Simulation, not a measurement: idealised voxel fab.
process module | voxel released beams
cross-section cut | 295 nm wide | cells 5 nm
A cross-section is a grid of square cells, given in bands from the top down. A band is one or more rows of cells.
Each band's line starts with the height of the band's top and of its bottom, in nm. Then come its materials from left to right, each with its width in nm. One material with "throughout" fills the band from edge to edge. "air" is empty space.
Height 0 is the level under which the wafer as received is all one material. The lowest band goes on downwards, as in "0 down".
A width such as "30 to 40" changes by the same amount from each row of cells to the next, from the band's top row to its bottom row.
"no change" after a step means that no cell of the cross-section changed.
closed voids: empty space of 8 cells or more with no open way to the top, each as width x height at its distance from the left edge, in nm
after a step's settings: what the simulator itself notes on the step
overlay nm, on a step with a mask: how far to the right of its planned place the mask lay; to the left if negative
plan
1 op RECEIVE | material Si
2 op CONFORMAL_DEP | material SiN | thk nm 5
3 op DIRECTIONAL_DEP | material SiO2 | thk nm 15
4 op PATTERN | tone open | mask id ANCHOR | material resist | width nm 35 | thk nm 15 | overlay nm 0
5 op DIRECTIONAL_ETCH | etch materials SiO2 | depth nm 15
6 op STRIP | etch materials resist
7 op CONFORMAL_DEP | material polySi | thk nm 15
8 op DIRECTIONAL_DEP | material aC | thk nm 15
9 op PATTERN | tone cover | mask id BEAM | material resist | width nm 110 | thk nm 35 | overlay nm 0
10 op DIRECTIONAL_ETCH | etch materials aC | depth nm 15
11 op STRIP | etch materials resist
12 op DIRECTIONAL_ETCH | etch materials polySi | depth nm 15
13 op STRIP | etch materials aC
14 op STRIP | etch materials SiO2
as received, after step 1
  0 down: Si throughout
  closed voids: none
a wafer at the end: this start, this plan, one mistake
  35 to 20: air 90 | polySi 110 | air 95
  20 to 15: SiN throughout
  15 to 0: SiO2 throughout
  0 down: Si throughout
  closed voids: none
what went wrong: steps 2 and 3 were swapped
